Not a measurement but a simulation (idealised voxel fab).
The process module that follows is named voxel tone inversion.
Xsec cut, 250 nm wide, square cell size 5 nm.
Bands, listed from the top down, are how a cross-section gets written in this document; the cross-section itself is a grid of square cells, and a band is one or more rows of them. Read a band's entry like this: the first values are the height of its top and the height of its bottom in nm, and what follows is the sequence of materials from left to right, each with its width in nm. Note that "empty" is empty space, and that a single material marked "full width" reaches across the band from edge to edge. Heights are reckoned from 0. Under this level, the received wafer is all of one material. The bottommost band is open-ended downward, for example "0 nm and below". Graded width ("30->40"): value in top row of band = first number; value in bottom row = second number; row-to-row change constant. Take "same as before" at face value: in the step it is given for, the cross-section changed in none of its cells. "Entrapped voids": empty spaces of 8 cells or more with no open way to the top, each given as width x height at distance, distance from the left edge, all in nm. Where a step's line continues beyond its settings, the continuation is a remark by the simulator itself on that step. overlay nm: where the mask lay relative to plan, measured to the right, on steps with a mask; negatives go left.

Here's what the planned process steps look like
step 1: RECEIVE,material Si
step 2: CONFORMAL_DEP,material SiN,thk nm 5
step 3: DIRECTIONAL_DEP,material polySi,thk nm 25
step 4: PATTERN,tone cover,mask id POSTS,material resist,width nm 20,pitch nm 35,thk nm 30,overlay nm 0
step 5: DIRECTIONAL_ETCH,etch materials polySi,depth nm 25
step 6: STRIP,etch materials resist
step 7: FILL_DEP,material SiO2,thk nm 5
step 8: CMP,height nm 20
step 9: STRIP,etch materials polySi
Wafers differ in height nm at step 8; plan lists the first wafer's value; identical starting state.

Here's the first of the wafers in cross-section, just as we got it, i.e. after step 1
- 0 nm and below = Si full width
- Entrapped voids: none

At the end of the module, after its last step, step 9, the first of several wafers appears in cross-section as follows
- 20 nm to 5 nm = SiO2=95 / empty=20 / SiO2=15 / empty=20 / SiO2=100
- 5 nm to 0 nm = SiN full width
- 0 nm and below = Si full width
- Entrapped voids: none

A cross-section through the last wafer at the close of the module
- 35 nm to 30 nm = SiO2 full width
- 30 nm to 5 nm = SiO2=95 / polySi=20 / SiO2=15 / polySi=20 / SiO2=100
- 5 nm to 0 nm = SiN full width
- 0 nm and below = Si full width
- Entrapped voids: none

Per wafer, end of module: cells gained (+) or lost (-) per material since receipt, then closed voids
height nm 20 | +50 SiN | +126 SiO2 | Entrapped voids: none
height nm 25 | +50 SiN | +168 SiO2 | Entrapped voids: none
height nm 30 | +50 SiN | +210 SiO2 | Entrapped voids: none
height nm 35 | +50 SiN | +260 SiO2 | +40 polySi | Entrapped voids: none
